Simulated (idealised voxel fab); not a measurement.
process module | voxel wiring stack
cross-section cut | 215 nm wide | cells 5 nm
A cross-section is a grid of square cells, given in bands from the top down. A band is one or more rows of cells.
Each band's line starts with the height of the band's top and of its bottom, in nm. Then come its materials from left to right, each with its width in nm. One material with "throughout" fills the band from edge to edge. "air" is empty space.
Height 0 is the level under which the wafer as received is all one material. The lowest band goes on downwards, as in "0 down".
A width such as "30 to 40" changes by the same amount from each row of cells to the next, from the band's top row to its bottom row.
"no change" after a step means that no cell of the cross-section changed.
closed voids: empty space of 8 cells or more with no open way to the top, each as width x height at its distance from the left edge, in nm
after a step's settings: what the simulator itself notes on the step
overlay nm, on a step with a mask: how far to the right of its planned place the mask lay; to the left if negative
Each pair below shows a cross-section before one step and the cross-section after it, down to the lowest band that changed. The line under each pair gives the step between them, with its settings. The pairs can come from different runs of this module on the same starting wafer, so a pair continues from the pair above only where its "before" says so.
before
  100 to 85: aC 50 | air 20 | aC 25 | air 20 | aC 25 | air 20 | aC 55
  85 to 65: lowk 50 | air 20 | lowk 25 | air 20 | lowk 25 | air 20 | lowk 55
  65 to 60: SiCN 50 | air 20 | SiCN 25 | air 20 | SiCN 25 | air 20 | SiCN 55
  60 to 50: lowk 45 | TiN 5 | Cu 15 | TiN 5 | lowk 65 | TiN 5 | Cu 15 | TiN 5 | lowk 55
  50 to 45: SiCN 45 | TiN 25 | SiCN 65 | TiN 25 | SiCN 55
  45 to 20: SiO2 50 | TiN 5 | W 10 | TiN 5 | SiO2 25 | TiN 5 | W 10 | TiN 5 | SiO2 25 | TiN 5 | W 10 | TiN 5 | SiO2 55
  20 to 15: SiCN 50 | TiN 20 | SiCN 25 | TiN 20 | SiCN 25 | TiN 20 | SiCN 55
  15 to 0: SiO2 throughout
  0 down: Si throughout
  closed voids: none
after
  85 to 65: lowk 50 | air 20 | lowk 25 | air 20 | lowk 25 | air 20 | lowk 55
  below 65: unchanged
  closed voids: none
the step between: op STRIP | etch materials aC
before: the cross-section after the pair above
after
  90 to 85: TiN 55 | air 10 | TiN 35 | air 10 | TiN 35 | air 10 | TiN 60
  85 to 65: lowk 50 | TiN 5 | air 10 | TiN 5 | lowk 25 | TiN 5 | air 10 | TiN 5 | lowk 25 | TiN 5 | air 10 | TiN 5 | lowk 55
  65 to 60: SiCN 50 | TiN 20 | SiCN 25 | TiN 20 | SiCN 25 | TiN 20 | SiCN 55
  below 60: unchanged
  closed voids: none
the step between: op CONFORMAL_DEP | material TiN | thk nm 5
before: the cross-section after the pair above
after
  100 to 90: Ru throughout
  90 to 85: TiN 55 | Ru 10 | TiN 35 | Ru 10 | TiN 35 | Ru 10 | TiN 60
  85 to 65: lowk 50 | TiN 5 | Ru 10 | TiN 5 | lowk 25 | TiN 5 | Ru 10 | TiN 5 | lowk 25 | TiN 5 | Ru 10 | TiN 5 | lowk 55
  below 65: unchanged
  closed voids: none
the step between: op FILL_DEP | material Ru | thk nm 10
before: the cross-section after the pair above
after
  85 to 65: lowk 50 | TiN 5 | Ru 10 | TiN 5 | lowk 25 | TiN 5 | Ru 10 | TiN 5 | lowk 25 | TiN 5 | Ru 10 | TiN 5 | lowk 55
  below 65: unchanged
  closed voids: none
the step between: op CMP | height nm 85
before: the cross-section after the pair above
after
  90 to 85: SiCN throughout
  below 85: unchanged
  closed voids: none
the step between: op CONFORMAL_DEP | material SiCN | thk nm 5
before: the cross-section after the pair above
after
  120 to 90: SiO2 throughout
  below 90: unchanged
  closed voids: none
the step between: op DIRECTIONAL_DEP | material SiO2 | thk nm 30
before: the cross-section after the pair above
after
  140 to 120: resist 50 | air 20 | resist 25 | air 20 | resist 25 | air 20 | resist 55
  below 120: unchanged
  closed voids: none
the step between: op PATTERN | tone open | mask id METAL_3 | material resist | width nm 20 | pitch nm 45 | thk nm 20 | overlay nm 0
before: the cross-section after the pair above
after
  140 to 120: resist 50 | air 20 | resist 25 | air 20 | resist 25 | air 20 | resist 55
  120 to 100: SiO2 50 | air 20 | SiO2 25 | air 20 | SiO2 25 | air 20 | SiO2 55
  below 100: unchanged
  closed voids: none
the step between: op DIRECTIONAL_ETCH | etch materials SiO2 | depth nm 20
before: the cross-section after the pair above
after
  120 to 100: SiO2 50 | air 20 | SiO2 25 | air 20 | SiO2 25 | air 20 | SiO2 55
  below 100: unchanged
  closed voids: none
the step between: op STRIP | etch materials resist
before: the cross-section after the pair above
after
  120 to 100: SiO2 50 | air 20 | SiO2 25 | air 20 | SiO2 25 | air 20 | SiO2 55
  100 to 90: SiO2 50 | air 15 | SiO2 75 | air 15 | SiO2 60
  below 90: unchanged
  closed voids: none
the step between: op MASKED_ETCH | tone open | mask id METAL_3_HOLES | width nm 15 | pitch nm 90 | etch materials SiO2 | depth nm 10 | overlay nm 0
before: the cross-section after the pair above
after
  120 to 100: SiO2 50 | air 20 | SiO2 25 | air 20 | SiO2 25 | air 20 | SiO2 55
  100 to 90: SiO2 50 | air 15 | SiO2 75 | air 15 | SiO2 60
  90 to 85: SiCN 50 | air 15 | SiCN 75 | air 15 | SiCN 60
  below 85: unchanged
  closed voids: none
the step between: op MASKED_ETCH | tone open | mask id METAL_3_HOLES | width nm 15 | pitch nm 90 | etch materials SiCN | depth nm 5 | overlay nm 0
before: the cross-section after the pair above
after
  125 to 120: TiN 55 | air 10 | TiN 35 | air 10 | TiN 35 | air 10 | TiN 60
  120 to 105: SiO2 50 | TiN 5 | air 10 | TiN 5 | SiO2 25 | TiN 5 | air 10 | TiN 5 | SiO2 25 | TiN 5 | air 10 | TiN 5 | SiO2 55
  105 to 100: SiO2 50 | TiN 5 | air 5 | TiN 10 | SiO2 25 | TiN 20 | SiO2 25 | TiN 5 | air 5 | TiN 10 | SiO2 55
  100 to 90: SiO2 50 | TiN 5 | air 5 | TiN 5 | SiO2 75 | TiN 5 | air 5 | TiN 5 | SiO2 60
  90 to 85: SiCN 50 | TiN 15 | SiCN 75 | TiN 15 | SiCN 60
  below 85: unchanged
  closed voids: none
the step between: op CONFORMAL_DEP | material TiN | thk nm 5
before: the cross-section after the pair above
after
  130 to 125: Cu throughout
  125 to 120: TiN 55 | Cu 10 | TiN 35 | Cu 10 | TiN 35 | Cu 10 | TiN 60
  120 to 105: SiO2 50 | TiN 5 | Cu 10 | TiN 5 | SiO2 25 | TiN 5 | Cu 10 | TiN 5 | SiO2 25 | TiN 5 | Cu 10 | TiN 5 | SiO2 55
  105 to 100: SiO2 50 | TiN 5 | Cu 5 | TiN 10 | SiO2 25 | TiN 20 | SiO2 25 | TiN 5 | Cu 5 | TiN 10 | SiO2 55
  100 to 90: SiO2 50 | TiN 5 | Cu 5 | TiN 5 | SiO2 75 | TiN 5 | Cu 5 | TiN 5 | SiO2 60
  below 90: unchanged
  closed voids: none
the step between: op FILL_DEP | material Cu | thk nm 5
before: the cross-section after the pair above
after
  120 to 105: SiO2 50 | TiN 5 | Cu 10 | TiN 5 | SiO2 25 | TiN 5 | Cu 10 | TiN 5 | SiO2 25 | TiN 5 | Cu 10 | TiN 5 | SiO2 55
  below 105: unchanged
  closed voids: none
the step between: op CMP | height nm 120
before: the cross-section after the pair above
after
  125 to 120: SiCN throughout
  below 120: unchanged
  closed voids: none
the step between: op CONFORMAL_DEP | material SiCN | thk nm 5
before
  120 to 100: SiO2 50 | air 20 | SiO2 25 | air 20 | SiO2 25 | air 20 | SiO2 55
  100 to 90: SiO2 throughout
  90 to 85: SiCN throughout
  85 to 65: lowk 50 | TiN 5 | Ru 10 | TiN 5 | lowk 25 | TiN 5 | Ru 10 | TiN 5 | lowk 25 | TiN 5 | Ru 10 | TiN 5 | lowk 55
  65 to 60: SiCN 50 | TiN 20 | SiCN 25 | TiN 20 | SiCN 25 | TiN 20 | SiCN 55
  60 to 50: lowk 50 | TiN 5 | Cu 5 | TiN 5 | lowk 75 | TiN 5 | Cu 5 | TiN 5 | lowk 60
  50 to 45: SiCN 50 | TiN 15 | SiCN 75 | TiN 15 | SiCN 60
  45 to 20: SiO2 50 | TiN 5 | W 10 | TiN 5 | SiO2 25 | TiN 5 | W 10 | TiN 5 | SiO2 25 | TiN 5 | W 10 | TiN 5 | SiO2 55
  20 to 15: SiCN 50 | TiN 20 | SiCN 25 | TiN 20 | SiCN 25 | TiN 20 | SiCN 55
  15 to 0: SiO2 throughout
  0 down: Si throughout
  closed voids: none
after
  120 to 110: SiO2 45 | air 25 | SiO2 25 | air 20 | SiO2 20 | air 25 | SiO2 55
  110 to 100: SiO2 50 | air 20 | SiO2 25 | air 20 | SiO2 25 | air 20 | SiO2 55
  100 to 90: SiO2 50 | air 10 | SiO2 80 | air 10 | SiO2 65
  below 90: unchanged
  closed voids: none
the step between: op MASKED_ETCH | tone open | mask id METAL_3_HOLES | width nm 15 | pitch nm 90 | etch materials SiO2 | depth nm 10 | overlay nm -5
before: the cross-section after the pair above
after
  120 to 110: SiO2 45 | air 25 | SiO2 25 | air 20 | SiO2 20 | air 25 | SiO2 55
  110 to 100: SiO2 50 | air 20 | SiO2 25 | air 20 | SiO2 25 | air 20 | SiO2 55
  100 to 90: SiO2 50 | air 10 | SiO2 80 | air 10 | SiO2 65
  90 to 85: SiCN 50 | air 10 | SiCN 80 | air 10 | SiCN 65
  below 85: unchanged
  closed voids: none
the step between: op MASKED_ETCH | tone open | mask id METAL_3_HOLES | width nm 15 | pitch nm 90 | etch materials SiCN | depth nm 5 | overlay nm 0
before: the cross-section after the pair above
after
  125 to 120: TiN 50 | air 15 | TiN 35 | air 10 | TiN 30 | air 15 | TiN 60
  120 to 110: SiO2 45 | TiN 5 to 10 | air 15 to 10 | TiN 5 | SiO2 25 | TiN 5 | air 10 | TiN 5 | SiO2 20 | TiN 5 to 10 | air 15 to 10 | TiN 5 | SiO2 55
  110 to 105: SiO2 50 | TiN 5 | air 10 | TiN 5 | SiO2 25 | TiN 5 | air 10 | TiN 5 | SiO2 25 | TiN 5 | air 10 | TiN 5 | SiO2 55
  105 to 100: SiO2 50 | TiN 20 | SiO2 25 | TiN 20 | SiO2 25 | TiN 20 | SiO2 55
  100 to 90: SiO2 50 | TiN 10 | SiO2 80 | TiN 10 | SiO2 65
  90 to 85: SiCN 50 | TiN 10 | SiCN 80 | TiN 10 | SiCN 65
  below 85: unchanged
  closed voids: none
the step between: op CONFORMAL_DEP | material TiN | thk nm 5
before: the cross-section after the pair above
after
  130 to 125: Cu throughout
  125 to 120: TiN 50 | Cu 15 | TiN 35 | Cu 10 | TiN 30 | Cu 15 | TiN 60
  120 to 110: SiO2 45 | TiN 5 to 10 | Cu 15 to 10 | TiN 5 | SiO2 25 | TiN 5 | Cu 10 | TiN 5 | SiO2 20 | TiN 5 to 10 | Cu 15 to 10 | TiN 5 | SiO2 55
  110 to 105: SiO2 50 | TiN 5 | Cu 10 | TiN 5 | SiO2 25 | TiN 5 | Cu 10 | TiN 5 | SiO2 25 | TiN 5 | Cu 10 | TiN 5 | SiO2 55
  below 105: unchanged
  closed voids: none
the step between: op FILL_DEP | material Cu | thk nm 5
before: the cross-section after the pair above
after
  120 to 110: SiO2 45 | TiN 5 to 10 | Cu 15 to 10 | TiN 5 | SiO2 25 | TiN 5 | Cu 10 | TiN 5 | SiO2 20 | TiN 5 to 10 | Cu 15 to 10 | TiN 5 | SiO2 55
  below 110: unchanged
  closed voids: none
the step between: op CMP | height nm 120
before: the cross-section after the pair above
after
  125 to 120: SiCN throughout
  below 120: unchanged
  closed voids: none
the step between: op CONFORMAL_DEP | material SiCN | thk nm 5
before
  50 to 45: TiN 55 | air 10 | TiN 35 | air 10 | TiN 35 | air 10 | TiN 60
  45 to 20: SiO2 50 | TiN 5 | air 10 | TiN 5 | SiO2 25 | TiN 5 | air 10 | TiN 5 | SiO2 25 | TiN 5 | air 10 | TiN 5 | SiO2 55
  20 to 15: SiCN 50 | TiN 20 | SiCN 25 | TiN 20 | SiCN 25 | TiN 20 | SiCN 55
  15 to 0: SiO2 throughout
  0 down: Si throughout
  closed voids: none
after
  60 to 50: aC throughout
  50 to 45: TiN 55 | aC 10 | TiN 35 | aC 10 | TiN 35 | aC 10 | TiN 60
  45 to 20: SiO2 50 | TiN 5 | aC 10 | TiN 5 | SiO2 25 | TiN 5 | aC 10 | TiN 5 | SiO2 25 | TiN 5 | aC 10 | TiN 5 | SiO2 55
  below 20: unchanged
  closed voids: none
the step between: op FILL_DEP | material aC | thk nm 10
before: the cross-section after the pair above
after
  45 to 20: SiO2 50 | TiN 5 | aC 10 | TiN 5 | SiO2 25 | TiN 5 | aC 10 | TiN 5 | SiO2 25 | TiN 5 | aC 10 | TiN 5 | SiO2 55
  below 20: unchanged
  closed voids: none
the step between: op CMP | height nm 45
before: the cross-section after the pair above
after
  50 to 45: SiCN throughout
  below 45: unchanged
  closed voids: none
the step between: op CONFORMAL_DEP | material SiCN | thk nm 5
before: the cross-section after the pair above
after
  60 to 50: lowk throughout
  below 50: unchanged
  closed voids: none
the step between: op DIRECTIONAL_DEP | material lowk | thk nm 10
before: the cross-section after the pair above
after
  80 to 60: resist 50 | air 15 | resist 75 | air 15 | resist 60
  below 60: unchanged
  closed voids: none
the step between: op PATTERN | tone open | mask id PLUG_1 | material resist | width nm 15 | pitch nm 90 | thk nm 20 | overlay nm 0
before: the cross-section after the pair above
after
  80 to 60: resist 50 | air 15 | resist 75 | air 15 | resist 60
  60 to 50: lowk 50 | air 15 | lowk 75 | air 15 | lowk 60
  below 50: unchanged
  closed voids: none
the step between: op DIRECTIONAL_ETCH | etch materials lowk | depth nm 10
before: the cross-section after the pair above
after
  80 to 60: resist 50 | air 15 | resist 75 | air 15 | resist 60
  60 to 50: lowk 50 | air 15 | lowk 75 | air 15 | lowk 60
  50 to 45: SiCN 50 | air 15 | SiCN 75 | air 15 | SiCN 60
  below 45: unchanged
  closed voids: none
the step between: op DIRECTIONAL_ETCH | etch materials SiCN | depth nm 5
before: the cross-section after the pair above
after
  60 to 50: lowk 50 | air 15 | lowk 75 | air 15 | lowk 60
  below 50: unchanged
  closed voids: none
the step between: op STRIP | etch materials resist
before: the cross-section after the pair above
after
  65 to 60: TiN 55 | air 5 | TiN 85 | air 5 | TiN 65
  60 to 50: lowk 50 | TiN 5 | air 5 | TiN 5 | lowk 75 | TiN 5 | air 5 | TiN 5 | lowk 60
  50 to 45: SiCN 50 | TiN 15 | SiCN 75 | TiN 15 | SiCN 60
  below 45: unchanged
  closed voids: none
the step between: op CONFORMAL_DEP | material TiN | thk nm 5
before: the cross-section after the pair above
after
  70 to 65: Cu throughout
  65 to 60: TiN 55 | Cu 5 | TiN 85 | Cu 5 | TiN 65
  60 to 50: lowk 50 | TiN 5 | Cu 5 | TiN 5 | lowk 75 | TiN 5 | Cu 5 | TiN 5 | lowk 60
  below 50: unchanged
  closed voids: none
the step between: op FILL_DEP | material Cu | thk nm 5
before: the cross-section after the pair above
after
  60 to 50: lowk 50 | TiN 5 | Cu 5 | TiN 5 | lowk 75 | TiN 5 | Cu 5 | TiN 5 | lowk 60
  below 50: unchanged
  closed voids: none
the step between: op CMP | height nm 60
before: the cross-section after the pair above
after
  65 to 60: SiCN throughout
  below 60: unchanged
  closed voids: none
the step between: op CONFORMAL_DEP | material SiCN | thk nm 5
before: the cross-section after the pair above
after
  85 to 65: lowk throughout
  below 65: unchanged
  closed voids: none
the step between: op DIRECTIONAL_DEP | material lowk | thk nm 20
before: the cross-section after the pair above
after
  100 to 85: aC throughout
  below 85: unchanged
  closed voids: none
the step between: op DIRECTIONAL_DEP | material aC | thk nm 15
before: the cross-section after the pair above
after
  130 to 100: resist 50 | air 20 | resist 25 | air 20 | resist 25 | air 20 | resist 55
  below 100: unchanged
  closed voids: none
the step between: op PATTERN | tone open | mask id METAL_2 | material resist | width nm 20 | pitch nm 45 | thk nm 30 | overlay nm 0
before: the cross-section after the pair above
after
  115 to 100: resist 50 | air 20 | resist 25 | air 20 | resist 25 | air 20 | resist 55
  100 to 85: aC 50 | air 20 | aC 25 | air 20 | aC 25 | air 20 | aC 55
  below 85: unchanged
  closed voids: none
the step between: op DIRECTIONAL_ETCH | etch materials aC | depth nm 15
before: the cross-section after the pair above
after
  100 to 85: aC 50 | air 20 | aC 25 | air 20 | aC 25 | air 20 | aC 55
  below 85: unchanged
  closed voids: none
the step between: op STRIP | etch materials resist
before: the cross-section after the pair above
after
  100 to 85: aC 50 | air 20 | aC 25 | air 20 | aC 25 | air 20 | aC 55
  85 to 65: lowk 50 | air 20 | lowk 25 | air 20 | lowk 25 | air 20 | lowk 55
  below 65: unchanged
  closed voids: none
the step between: op DIRECTIONAL_ETCH | etch materials lowk | depth nm 20
before: the cross-section after the pair above
after
  100 to 85: aC 50 | air 20 | aC 25 | air 20 | aC 25 | air 20 | aC 55
  85 to 65: lowk 50 | air 20 | lowk 25 | air 20 | lowk 25 | air 20 | lowk 55
  65 to 60: SiCN 50 | air 20 | SiCN 25 | air 20 | SiCN 25 | air 20 | SiCN 55
  below 60: unchanged
  closed voids: none
the step between: op DIRECTIONAL_ETCH | etch materials SiCN | depth nm 5
before: the cross-section after the pair above
after
  85 to 65: lowk 50 | air 20 | lowk 25 | air 20 | lowk 25 | air 20 | lowk 55
  below 65: unchanged
  closed voids: none
the step between: op STRIP | etch materials aC
before: the cross-section after the pair above
after
  90 to 85: TiN 55 | air 10 | TiN 35 | air 10 | TiN 35 | air 10 | TiN 60
  85 to 65: lowk 50 | TiN 5 | air 10 | TiN 5 | lowk 25 | TiN 5 | air 10 | TiN 5 | lowk 25 | TiN 5 | air 10 | TiN 5 | lowk 55
  65 to 60: SiCN 50 | TiN 20 | SiCN 25 | TiN 20 | SiCN 25 | TiN 20 | SiCN 55
  below 60: unchanged
  closed voids: none
the step between: op CONFORMAL_DEP | material TiN | thk nm 5
before: the cross-section after the pair above
after
  100 to 90: Ru throughout
  90 to 85: TiN 55 | Ru 10 | TiN 35 | Ru 10 | TiN 35 | Ru 10 | TiN 60
  85 to 65: lowk 50 | TiN 5 | Ru 10 | TiN 5 | lowk 25 | TiN 5 | Ru 10 | TiN 5 | lowk 25 | TiN 5 | Ru 10 | TiN 5 | lowk 55
  below 65: unchanged
  closed voids: none
the step between: op FILL_DEP | material Ru | thk nm 10
before: the cross-section after the pair above
after
  85 to 65: lowk 50 | TiN 5 | Ru 10 | TiN 5 | lowk 25 | TiN 5 | Ru 10 | TiN 5 | lowk 25 | TiN 5 | Ru 10 | TiN 5 | lowk 55
  below 65: unchanged
  closed voids: none
the step between: op CMP | height nm 85
before: the cross-section after the pair above
after
  90 to 85: SiCN throughout
  below 85: unchanged
  closed voids: none
the step between: op CONFORMAL_DEP | material SiCN | thk nm 5
before: the cross-section after the pair above
after
  120 to 90: SiO2 throughout
  below 90: unchanged
  closed voids: none
the step between: op DIRECTIONAL_DEP | material SiO2 | thk nm 30
before: the cross-section after the pair above
after
  140 to 120: resist 50 | air 20 | resist 25 | air 20 | resist 25 | air 20 | resist 55
  below 120: unchanged
  closed voids: none
the step between: op PATTERN | tone open | mask id METAL_3 | material resist | width nm 20 | pitch nm 45 | thk nm 20 | overlay nm 0
before: the cross-section after the pair above
after
  140 to 120: resist 50 | air 20 | resist 25 | air 20 | resist 25 | air 20 | resist 55
  120 to 100: SiO2 50 | air 20 | SiO2 25 | air 20 | SiO2 25 | air 20 | SiO2 55
  below 100: unchanged
  closed voids: none
the step between: op DIRECTIONAL_ETCH | etch materials SiO2 | depth nm 20
before: the cross-section after the pair above
after
  120 to 100: SiO2 50 | air 20 | SiO2 25 | air 20 | SiO2 25 | air 20 | SiO2 55
  below 100: unchanged
  closed voids: none
the step between: op STRIP | etch materials resist
before: the cross-section after the pair above
after
  120 to 100: SiO2 50 | air 20 | SiO2 25 | air 20 | SiO2 25 | air 20 | SiO2 55
  100 to 90: SiO2 50 | air 15 | SiO2 75 | air 15 | SiO2 60
  below 90: unchanged
  closed voids: none
the step between: op MASKED_ETCH | tone open | mask id METAL_3_HOLES | width nm 15 | pitch nm 90 | etch materials SiO2 | depth nm 10 | overlay nm 0
before: the cross-section after the pair above
after
  120 to 100: SiO2 50 | air 20 | SiO2 25 | air 20 | SiO2 25 | air 20 | SiO2 55
  100 to 90: SiO2 50 | air 15 | SiO2 75 | air 15 | SiO2 60
  90 to 85: SiCN 50 | air 15 | SiCN 75 | air 15 | SiCN 60
  below 85: unchanged
  closed voids: none
the step between: op MASKED_ETCH | tone open | mask id METAL_3_HOLES | width nm 15 | pitch nm 90 | etch materials SiCN | depth nm 5 | overlay nm 0
before: the cross-section after the pair above
after
  125 to 120: TiN 55 | air 10 | TiN 35 | air 10 | TiN 35 | air 10 | TiN 60
  120 to 105: SiO2 50 | TiN 5 | air 10 | TiN 5 | SiO2 25 | TiN 5 | air 10 | TiN 5 | SiO2 25 | TiN 5 | air 10 | TiN 5 | SiO2 55
  105 to 100: SiO2 50 | TiN 5 | air 5 | TiN 10 | SiO2 25 | TiN 20 | SiO2 25 | TiN 5 | air 5 | TiN 10 | SiO2 55
  100 to 90: SiO2 50 | TiN 5 | air 5 | TiN 5 | SiO2 75 | TiN 5 | air 5 | TiN 5 | SiO2 60
  90 to 85: SiCN 50 | TiN 15 | SiCN 75 | TiN 15 | SiCN 60
  below 85: unchanged
  closed voids: none
the step between: op CONFORMAL_DEP | material TiN | thk nm 5
before: the cross-section after the pair above
after
  130 to 125: Cu throughout
  125 to 120: TiN 55 | Cu 10 | TiN 35 | Cu 10 | TiN 35 | Cu 10 | TiN 60
  120 to 105: SiO2 50 | TiN 5 | Cu 10 | TiN 5 | SiO2 25 | TiN 5 | Cu 10 | TiN 5 | SiO2 25 | TiN 5 | Cu 10 | TiN 5 | SiO2 55
  105 to 100: SiO2 50 | TiN 5 | Cu 5 | TiN 10 | SiO2 25 | TiN 20 | SiO2 25 | TiN 5 | Cu 5 | TiN 10 | SiO2 55
  100 to 90: SiO2 50 | TiN 5 | Cu 5 | TiN 5 | SiO2 75 | TiN 5 | Cu 5 | TiN 5 | SiO2 60
  below 90: unchanged
  closed voids: none
the step between: op FILL_DEP | material Cu | thk nm 5
before: the cross-section after the pair above
after
  120 to 105: SiO2 50 | TiN 5 | Cu 10 | TiN 5 | SiO2 25 | TiN 5 | Cu 10 | TiN 5 | SiO2 25 | TiN 5 | Cu 10 | TiN 5 | SiO2 55
  below 105: unchanged
  closed voids: none
the step between: op CMP | height nm 120
before: the cross-section after the pair above
after
  125 to 120: SiCN throughout
  below 120: unchanged
  closed voids: none
the step between: op CONFORMAL_DEP | material SiCN | thk nm 5
before
  100 to 85: aC throughout
  85 to 65: lowk throughout
  65 to 60: SiCN throughout
  60 to 50: lowk 50 | TiN 5 | Cu 5 | TiN 5 | lowk 75 | TiN 5 | Cu 5 | TiN 5 | lowk 60
  50 to 45: SiCN 50 | TiN 15 | SiCN 75 | TiN 15 | SiCN 60
  45 to 20: SiO2 50 | TiN 5 | W 10 | TiN 5 | SiO2 25 | TiN 5 | W 10 | TiN 5 | SiO2 25 | TiN 5 | W 10 | TiN 5 | SiO2 55
  20 to 15: SiCN 50 | TiN 20 | SiCN 25 | TiN 20 | SiCN 25 | TiN 20 | SiCN 55
  15 to 0: SiO2 throughout
  0 down: Si throughout
  closed voids: none
after
  130 to 100: air 50 | resist 20 | air 25 | resist 20 | air 25 | resist 20 | air 55
  below 100: unchanged
  closed voids: none
the step between: op PATTERN | tone cover | mask id METAL_2 | material resist | width nm 20 | pitch nm 45 | thk nm 30 | overlay nm 0
before: the cross-section after the pair above
after
  115 to 100: air 50 | resist 20 | air 25 | resist 20 | air 25 | resist 20 | air 55
  100 to 85: air 50 | aC 20 | air 25 | aC 20 | air 25 | aC 20 | air 55
  below 85: unchanged
  closed voids: none
the step between: op DIRECTIONAL_ETCH | etch materials aC | depth nm 15
before: the cross-section after the pair above
after
  100 to 85: air 50 | aC 20 | air 25 | aC 20 | air 25 | aC 20 | air 55
  below 85: unchanged
  closed voids: none
the step between: op STRIP | etch materials resist
before: the cross-section after the pair above
after
  100 to 85: air 50 | aC 20 | air 25 | aC 20 | air 25 | aC 20 | air 55
  85 to 65: air 50 | lowk 20 | air 25 | lowk 20 | air 25 | lowk 20 | air 55
  below 65: unchanged
  closed voids: none
the step between: op DIRECTIONAL_ETCH | etch materials lowk | depth nm 20
before: the cross-section after the pair above
after
  100 to 85: air 50 | aC 20 | air 25 | aC 20 | air 25 | aC 20 | air 55
  85 to 65: air 50 | lowk 20 | air 25 | lowk 20 | air 25 | lowk 20 | air 55
  65 to 60: air 50 | SiCN 20 | air 25 | SiCN 20 | air 25 | SiCN 20 | air 55
  below 60: unchanged
  closed voids: none
the step between: op DIRECTIONAL_ETCH | etch materials SiCN | depth nm 5
before: the cross-section after the pair above
after
  85 to 65: air 50 | lowk 20 | air 25 | lowk 20 | air 25 | lowk 20 | air 55
  below 65: unchanged
  closed voids: none
the step between: op STRIP | etch materials aC
before: the cross-section after the pair above
after
  90 to 85: air 45 | TiN 30 | air 15 | TiN 30 | air 15 | TiN 30 | air 50
  85 to 65: air 45 | TiN 5 | lowk 20 | TiN 5 | air 15 | TiN 5 | lowk 20 | TiN 5 | air 15 | TiN 5 | lowk 20 | TiN 5 | air 50
  65 to 60: TiN 50 | SiCN 20 | TiN 25 | SiCN 20 | TiN 25 | SiCN 20 | TiN 55
  below 60: unchanged
  closed voids: none
the step between: op CONFORMAL_DEP | material TiN | thk nm 5
before: the cross-section after the pair above
after
  100 to 90: Ru throughout
  90 to 85: Ru 45 | TiN 30 | Ru 15 | TiN 30 | Ru 15 | TiN 30 | Ru 50
  85 to 65: Ru 45 | TiN 5 | lowk 20 | TiN 5 | Ru 15 | TiN 5 | lowk 20 | TiN 5 | Ru 15 | TiN 5 | lowk 20 | TiN 5 | Ru 50
  below 65: unchanged
  closed voids: none
the step between: op FILL_DEP | material Ru | thk nm 10
before: the cross-section after the pair above
after
  85 to 65: Ru 45 | TiN 5 | lowk 20 | TiN 5 | Ru 15 | TiN 5 | lowk 20 | TiN 5 | Ru 15 | TiN 5 | lowk 20 | TiN 5 | Ru 50
  below 65: unchanged
  closed voids: none
the step between: op CMP | height nm 85
before: the cross-section after the pair above
after
  90 to 85: SiCN throughout
  below 85: unchanged
  closed voids: none
the step between: op CONFORMAL_DEP | material SiCN | thk nm 5
before: the cross-section after the pair above
after
  120 to 90: SiO2 throughout
  below 90: unchanged
  closed voids: none
the step between: op DIRECTIONAL_DEP | material SiO2 | thk nm 30
before: the cross-section after the pair above
after
  140 to 120: resist 50 | air 20 | resist 25 | air 20 | resist 25 | air 20 | resist 55
  below 120: unchanged
  closed voids: none
the step between: op PATTERN | tone open | mask id METAL_3 | material resist | width nm 20 | pitch nm 45 | thk nm 20 | overlay nm 0
before: the cross-section after the pair above
after
  140 to 120: resist 50 | air 20 | resist 25 | air 20 | resist 25 | air 20 | resist 55
  120 to 100: SiO2 50 | air 20 | SiO2 25 | air 20 | SiO2 25 | air 20 | SiO2 55
  below 100: unchanged
  closed voids: none
the step between: op DIRECTIONAL_ETCH | etch materials SiO2 | depth nm 20
before: the cross-section after the pair above
after
  120 to 100: SiO2 50 | air 20 | SiO2 25 | air 20 | SiO2 25 | air 20 | SiO2 55
  below 100: unchanged
  closed voids: none
the step between: op STRIP | etch materials resist
before: the cross-section after the pair above
after
  120 to 100: SiO2 50 | air 20 | SiO2 25 | air 20 | SiO2 25 | air 20 | SiO2 55
  100 to 90: SiO2 50 | air 15 | SiO2 75 | air 15 | SiO2 60
  below 90: unchanged
  closed voids: none
the step between: op MASKED_ETCH | tone open | mask id METAL_3_HOLES | width nm 15 | pitch nm 90 | etch materials SiO2 | depth nm 10 | overlay nm 0
before: the cross-section after the pair above
after
  120 to 100: SiO2 50 | air 20 | SiO2 25 | air 20 | SiO2 25 | air 20 | SiO2 55
  100 to 90: SiO2 50 | air 15 | SiO2 75 | air 15 | SiO2 60
  90 to 85: SiCN 50 | air 15 | SiCN 75 | air 15 | SiCN 60
  below 85: unchanged
  closed voids: none
the step between: op MASKED_ETCH | tone open | mask id METAL_3_HOLES | width nm 15 | pitch nm 90 | etch materials SiCN | depth nm 5 | overlay nm 0
before: the cross-section after the pair above
after
  125 to 120: TiN 55 | air 10 | TiN 35 | air 10 | TiN 35 | air 10 | TiN 60
  120 to 105: SiO2 50 | TiN 5 | air 10 | TiN 5 | SiO2 25 | TiN 5 | air 10 | TiN 5 | SiO2 25 | TiN 5 | air 10 | TiN 5 | SiO2 55
  105 to 100: SiO2 50 | TiN 5 | air 5 | TiN 10 | SiO2 25 | TiN 20 | SiO2 25 | TiN 5 | air 5 | TiN 10 | SiO2 55
  100 to 90: SiO2 50 | TiN 5 | air 5 | TiN 5 | SiO2 75 | TiN 5 | air 5 | TiN 5 | SiO2 60
  90 to 85: SiCN 50 | TiN 15 | SiCN 75 | TiN 15 | SiCN 60
  below 85: unchanged
  closed voids: none
the step between: op CONFORMAL_DEP | material TiN | thk nm 5
before: the cross-section after the pair above
after
  130 to 125: Cu throughout
  125 to 120: TiN 55 | Cu 10 | TiN 35 | Cu 10 | TiN 35 | Cu 10 | TiN 60
  120 to 105: SiO2 50 | TiN 5 | Cu 10 | TiN 5 | SiO2 25 | TiN 5 | Cu 10 | TiN 5 | SiO2 25 | TiN 5 | Cu 10 | TiN 5 | SiO2 55
  105 to 100: SiO2 50 | TiN 5 | Cu 5 | TiN 10 | SiO2 25 | TiN 20 | SiO2 25 | TiN 5 | Cu 5 | TiN 10 | SiO2 55
  100 to 90: SiO2 50 | TiN 5 | Cu 5 | TiN 5 | SiO2 75 | TiN 5 | Cu 5 | TiN 5 | SiO2 60
  below 90: unchanged
  closed voids: none
the step between: op FILL_DEP | material Cu | thk nm 5
before: the cross-section after the pair above
after
  120 to 105: SiO2 50 | TiN 5 | Cu 10 | TiN 5 | SiO2 25 | TiN 5 | Cu 10 | TiN 5 | SiO2 25 | TiN 5 | Cu 10 | TiN 5 | SiO2 55
  below 105: unchanged
  closed voids: none
the step between: op CMP | height nm 120
before: the cross-section after the pair above
after
  125 to 120: SiCN throughout
  below 120: unchanged
  closed voids: none
the step between: op CONFORMAL_DEP | material SiCN | thk nm 5
